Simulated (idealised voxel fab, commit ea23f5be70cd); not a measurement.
Module name: voxel released beams (process module)
Section cut is 225 nm wide and gridded with 5 nm square cells.
Cross-section = grid of square cells, listed top down in bands; band = one or more rows. Basically the band line says how high the top is and how high the bottom is, in nm, and then what's in it from left to right, every material with its width in nm. Empty space shows up as "empty", and if a single material carries "full width" it runs the full band edge to edge. Heights are expressed relative to 0, this being the level below which the as-received wafer comprises one material exclusively. The lowest band is unbounded in the downward direction and is denoted as in "0 -> down". Graded width ("30->40"): value in top row of band = first number; value in bottom row = second number; row-to-row change constant. What does "remained the same" mean for a step? It means no cell of the cross-section changed in that step. Empty spaces counting at least 8 cells and having no open way to the top are listed in "Enclosed voids". The notation width x height at distance is used for each, the distance being from the left edge and all three values in nm. That trailing text on a step's line, after the settings, is the simulator's own remark on the step. For masked steps, "overlay nm" on the step line gives how far right of plan the mask actually lay; a minus sign means it lay to the left.
BELOW IS THE LIST OF PLANNED PROCESS STEPS
1: RECEIVE | material Si
2: CONFORMAL_DEP | material Al2O3 | thk nm 5
3: DIRECTIONAL_DEP | material SiO2 | thk nm 15
4: DIRECTIONAL_DEP | material aC | thk nm 10
5: PATTERN | tone open | mask id ANCHOR | material resist | width nm 30 | thk nm 25 | overlay nm 0
6: DIRECTIONAL_ETCH | etch materials aC | depth nm 10
7: STRIP | etch materials resist
8: DIRECTIONAL_ETCH | etch materials SiO2 | depth nm 15
9: STRIP | etch materials aC
10: CONFORMAL_DEP | material W | thk nm 10
11: DIRECTIONAL_DEP | material aC | thk nm 15
12: PATTERN | tone cover | mask id BEAM | material resist | width nm 95 | thk nm 30 | overlay nm 0
13: DIRECTIONAL_ETCH | etch materials aC | depth nm 15
14: STRIP | etch materials resist
15: DIRECTIONAL_ETCH | etch materials W | depth nm 10
16: STRIP | etch materials aC
17: STRIP | etch materials SiO2
SO, THE FIRST OF OUR TWO WAFERS, RUN JUST AS WE PLANNED IT
THE CROSS-SECTION HERE SHOWS THE WAFER AS RECEIVED, I.E. IN ITS STATE AFTER STEP 1
    0 -> down: Si full width
    Enclosed voids: none
THE FOLLOWING CROSS-SECTION DEPICTS THE WAFER UPON COMPLETION OF STEP 2
    5 -> 0: Al2O3 full width
    Anything lower than 0 is untouched.
THE FOLLOWING CROSS-SECTION DEPICTS THE WAFER UPON COMPLETION OF STEP 3
    20 -> 5: SiO2 full width
    Anything lower than 5 is untouched.
THE FOLLOWING CROSS-SECTION DEPICTS THE WAFER UPON COMPLETION OF STEP 4
    30 -> 20: aC full width
    Anything lower than 20 is untouched.
THE FOLLOWING CROSS-SECTION DEPICTS THE WAFER UPON COMPLETION OF STEP 5
    55 -> 30: resist (65); empty (30); resist (130)
    Anything lower than 30 is untouched.
THE FOLLOWING CROSS-SECTION DEPICTS THE WAFER UPON COMPLETION OF STEP 6
    45 -> 30: resist (65); empty (30); resist (130)
    30 -> 20: aC (65); empty (30); aC (130)
    Anything lower than 20 is untouched.
THE FOLLOWING CROSS-SECTION DEPICTS THE WAFER UPON COMPLETION OF STEP 7
    30 -> 20: aC (65); empty (30); aC (130)
    Anything lower than 20 is untouched.
THE FOLLOWING CROSS-SECTION DEPICTS THE WAFER UPON COMPLETION OF STEP 8
    30 -> 20: aC (65); empty (30); aC (130)
    20 -> 5: SiO2 (65); empty (30); SiO2 (130)
    Anything lower than 5 is untouched.
THE FOLLOWING CROSS-SECTION DEPICTS THE WAFER UPON COMPLETION OF STEP 9
    20 -> 5: SiO2 (65); empty (30); SiO2 (130)
    Anything lower than 5 is untouched.
THE FOLLOWING CROSS-SECTION DEPICTS THE WAFER UPON COMPLETION OF STEP 10
    30 -> 20: W (75); empty (10); W (140)
    20 -> 15: SiO2 (65); W (10); empty (10); W (10); SiO2 (130)
    15 -> 5: SiO2 (65); W (30); SiO2 (130)
    Anything lower than 5 is untouched.
THE FOLLOWING CROSS-SECTION DEPICTS THE WAFER UPON COMPLETION OF STEP 11
    45 -> 30: aC (75); empty (10); aC (140)
    30 -> 20: W (75); aC (10); W (140)
    20 -> 15: SiO2 (65); W (10); aC (10); W (10); SiO2 (130)
    Anything lower than 15 is untouched.
THE FOLLOWING CROSS-SECTION DEPICTS THE WAFER UPON COMPLETION OF STEP 12
    75 -> 45: empty (60); resist (95); empty (70)
    45 -> 30: aC (75); resist (10); aC (140)
    Anything lower than 30 is untouched.
THE FOLLOWING CROSS-SECTION DEPICTS THE WAFER UPON COMPLETION OF STEP 13
    60 -> 45: empty (60); resist (95); empty (70)
    45 -> 30: empty (60); aC (15); resist (10); aC (70); empty (70)
    Anything lower than 30 is untouched.
THE FOLLOWING CROSS-SECTION DEPICTS THE WAFER UPON COMPLETION OF STEP 14
    45 -> 30: empty (60); aC (15); empty (10); aC (70); empty (70)
    Anything lower than 30 is untouched.
THE FOLLOWING CROSS-SECTION DEPICTS THE WAFER UPON COMPLETION OF STEP 15
    45 -> 30: empty (60); aC (15); empty (10); aC (70); empty (70)
    30 -> 20: empty (60); W (15); aC (10); W (70); empty (70)
    Anything lower than 20 is untouched.
THE FOLLOWING CROSS-SECTION DEPICTS THE WAFER UPON COMPLETION OF STEP 16
    30 -> 20: empty (60); W (15); empty (10); W (70); empty (70)
    20 -> 15: SiO2 (65); W (10); empty (10); W (10); SiO2 (130)
    Anything lower than 15 is untouched.
THE FOLLOWING CROSS-SECTION DEPICTS THE WAFER UPON COMPLETION OF STEP 17
    30 -> 20: empty (60); W (15); empty (10); W (70); empty (70)
    20 -> 15: empty (65); W (10); empty (10); W (10); empty (130)
    15 -> 5: empty (65); W (30); empty (130)
    Anything lower than 5 is untouched.
SECOND WAFER, SAME STARTING CONDITIONS AND RECIPE AS THE FIRST, ONE MISTAKE IN EXECUTING IT, NOTHING DIFFERS FROM THE FIRST UP TO AND INCLUDING STEP 2
WHAT THE SECOND WAFER LOOKS LIKE IN CROSS-SECTION WHEN STEP 3 SHOULD HAVE WRAPPED UP
    20 -> 5: W full width
    Anything lower than 5 is untouched.
WHAT THE SECOND WAFER LOOKS LIKE IN CROSS-SECTION WHEN STEP 4 SHOULD HAVE WRAPPED UP
    30 -> 20: aC full width
    Anything lower than 20 is untouched.
WHAT THE SECOND WAFER LOOKS LIKE IN CROSS-SECTION WHEN STEP 5 SHOULD HAVE WRAPPED UP
    55 -> 30: resist (65); empty (30); resist (130)
    Anything lower than 30 is untouched.
WHAT THE SECOND WAFER LOOKS LIKE IN CROSS-SECTION WHEN STEP 6 SHOULD HAVE WRAPPED UP
    45 -> 30: resist (65); empty (30); resist (130)
    30 -> 20: aC (65); empty (30); aC (130)
    Anything lower than 20 is untouched.
WHAT THE SECOND WAFER LOOKS LIKE IN CROSS-SECTION WHEN STEP 7 SHOULD HAVE WRAPPED UP
    30 -> 20: aC (65); empty (30); aC (130)
    Anything lower than 20 is untouched.
What the second wafer looks like in cross-section when step 8 should have wrapped up: remained the same
WHAT THE SECOND WAFER LOOKS LIKE IN CROSS-SECTION WHEN STEP 9 SHOULD HAVE WRAPPED UP
    20 -> 5: W full width
    Anything lower than 5 is untouched.
WHAT THE SECOND WAFER LOOKS LIKE IN CROSS-SECTION WHEN STEP 10 SHOULD HAVE WRAPPED UP
    30 -> 5: W full width
    Anything lower than 5 is untouched.
WHAT THE SECOND WAFER LOOKS LIKE IN CROSS-SECTION WHEN STEP 11 SHOULD HAVE WRAPPED UP
    45 -> 30: aC full width
    Anything lower than 30 is untouched.
WHAT THE SECOND WAFER LOOKS LIKE IN CROSS-SECTION WHEN STEP 12 SHOULD HAVE WRAPPED UP
    75 -> 45: empty (60); resist (95); empty (70)
    Anything lower than 45 is untouched.
WHAT THE SECOND WAFER LOOKS LIKE IN CROSS-SECTION WHEN STEP 13 SHOULD HAVE WRAPPED UP
    60 -> 45: empty (60); resist (95); empty (70)
    45 -> 30: empty (60); aC (95); empty (70)
    Anything lower than 30 is untouched.
WHAT THE SECOND WAFER LOOKS LIKE IN CROSS-SECTION WHEN STEP 14 SHOULD HAVE WRAPPED UP
    45 -> 30: empty (60); aC (95); empty (70)
    Anything lower than 30 is untouched.
WHAT THE SECOND WAFER LOOKS LIKE IN CROSS-SECTION WHEN STEP 15 SHOULD HAVE WRAPPED UP
    45 -> 30: empty (60); aC (95); empty (70)
    30 -> 20: empty (60); W (95); empty (70)
    Anything lower than 20 is untouched.
WHAT THE SECOND WAFER LOOKS LIKE IN CROSS-SECTION WHEN STEP 16 SHOULD HAVE WRAPPED UP
    30 -> 20: empty (60); W (95); empty (70)
    Anything lower than 20 is untouched.
What the second wafer looks like in cross-section when step 17 should have wrapped up: remained the same
The plan and the run diverged here: off-plan run, step 3, actual operation and settings DIRECTIONAL_DEP | material W | thk nm 15
Counted in cells at the end, the second wafer holds more or fewer of these materials than the first: W +123
